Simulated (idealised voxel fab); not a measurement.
Documented hereafter: the process module known as voxel air gaps.
210 nm wide, 5 nm square cells: that's cross-section cut.
Format of a cross-section: grid, square cells. Given as bands. Order: top down. Band: one or more rows of cells. Top, bottom (nm), then materials left to right with widths (nm); lone material tagged "full width" fills the whole band edge to edge; "air" = empty space. The level at which height equals 0 is the one under which the wafer, as it arrives, is entirely one material. No lower edge exists for the bottom band, which continues downward and is notated as in "from 0 down". Quick explanation for "30->40": the width changes in equal steps down the rows of cells, from the first number in the band's top row to the second number in its bottom row. You'll sometimes find "no alteration" written for a step, and that's the way of saying that nowhere in the cross-section did a cell change during that step. Entry "Listed closed voids" = empty spaces >= 8 cells with no open way to the top; each as width x height at distance, distance from left edge, all nm. Text after the settings on a step's line: the simulator's own remark on that step. overlay nm: for a step with a mask, the amount by which the mask lay right of where it was planned; a negative amount means left of it.
# Steps in the process plan
1: RECEIVE | material Si
2: CONFORMAL_DEP | material SiO2 | thk nm 15
3: CONFORMAL_DEP | material SiN | thk nm 5
4: DIRECTIONAL_DEP | material SiO2 | thk nm 40
5: PATTERN | tone open | mask id LINES | material resist | width nm 15 | pitch nm 45 | thk nm 20 | overlay nm 0
6: DIRECTIONAL_ETCH | etch materials SiO2 | depth nm 40
7: STRIP | etch materials resist
8: CONFORMAL_DEP | material TiN | thk nm 5
9: FILL_DEP | material W | thk nm 5
10: CMP | height nm 60
11: EPI | material Ru | thk nm 10
12: SELECTIVE_ETCH | etch materials SiO2 | depth nm 50
13: CONFORMAL_DEP | material SiN | thk nm 5
# This is the cross-section of the wafer as we received it, i.e. after step 1
> from 0 down  Si full width
> Listed closed voids: none
# Here's the cross-section of the first of our two wafers at the end of the module - it ran as planned
> from 75 to 70  air 15 nm, SiN 180 nm, air 15 nm
> from 70 to 60  air 15 nm, SiN 5 nm, Ru 35 nm, SiN 10 nm, Ru 35 nm, SiN 10 nm, Ru 35 nm, SiN 10 nm, Ru 35 nm, SiN 5 nm, air 15 nm
> from 60 to 55  air 15 nm, SiN 15 nm, TiN 5 nm, W 5 nm, TiN 5 nm, SiN 30 nm, TiN 5 nm, W 5 nm, TiN 5 nm, SiN 30 nm, TiN 5 nm, W 5 nm, TiN 5 nm, SiN 30 nm, TiN 5 nm, W 5 nm, TiN 5 nm, SiN 15 nm, air 15 nm
> from 55 to 25  air 25 nm, SiN 5 nm, TiN 5 nm, W 5 nm, TiN 5 nm, SiN 5 nm, air 20 nm, SiN 5 nm, TiN 5 nm, W 5 nm, TiN 5 nm, SiN 5 nm, air 20 nm, SiN 5 nm, TiN 5 nm, W 5 nm, TiN 5 nm, SiN 5 nm, air 20 nm, SiN 5 nm, TiN 5 nm, W 5 nm, TiN 5 nm, SiN 5 nm, air 25 nm
> from 25 to 20  SiN 30 nm, TiN 15 nm, SiN 30 nm, TiN 15 nm, SiN 30 nm, TiN 15 nm, SiN 30 nm, TiN 15 nm, SiN 30 nm
> from 20 to 15  SiN full width
> from 15 to 0  SiO2 full width
> from 0 down  Si full width
> Listed closed voids: 20 x 30 at 50; 20 x 30 at 95; 20 x 30 at 140
# This cross-section belongs to the second wafer of two at the end of the module; the start and the plan were shared with the first, and the run included one mistake
> from 75 to 70  air 15 nm, SiN 180 nm, air 15 nm
> from 70 to 60  air 15 nm, SiN 5 nm, Ru 35 nm, SiN 10 nm, Ru 35 nm, SiN 10 nm, Ru 35 nm, SiN 10 nm, Ru 35 nm, SiN 5 nm, air 15 nm
> from 60 to 55  air 15 nm, SiN 15 nm, TiN 5 nm, W 5 nm, TiN 5 nm, SiN 30 nm, TiN 5 nm, W 5 nm, TiN 5 nm, SiN 30 nm, TiN 5 nm, W 5 nm, TiN 5 nm, SiN 30 nm, TiN 5 nm, W 5 nm, TiN 5 nm, SiN 15 nm, air 15 nm
> from 55 to 40  air 25 nm, SiN 5 nm, TiN 5 nm, W 5 nm, TiN 5 nm, SiN 5 nm, air 20 nm, SiN 5 nm, TiN 5 nm, W 5 nm, TiN 5 nm, SiN 5 nm, air 20 nm, SiN 5 nm, TiN 5 nm, W 5 nm, TiN 5 nm, SiN 5 nm, air 20 nm, SiN 5 nm, TiN 5 nm, W 5 nm, TiN 5 nm, SiN 5 nm, air 25 nm
> from 40 to 35  SiN 30 nm, TiN 15 nm, SiN 30 nm, TiN 15 nm, SiN 30 nm, TiN 15 nm, SiN 30 nm, TiN 15 nm, SiN 30 nm
> from 35 to 30  SiN full width
> from 30 to 0  SiO2 full width
> from 0 down  Si full width
> Listed closed voids: 20 x 15 at 50; 20 x 15 at 95; 20 x 15 at 140
It is concluded that the wafer was processed incorrectly with respect to the plan, in that plan step 2 was conducted twice
At the finish, the second wafer shows more or fewer cells for some materials than the first does: SiN: 24 fewer | SiO2: 126 more | TiN: 24 fewer | W: 12 fewer
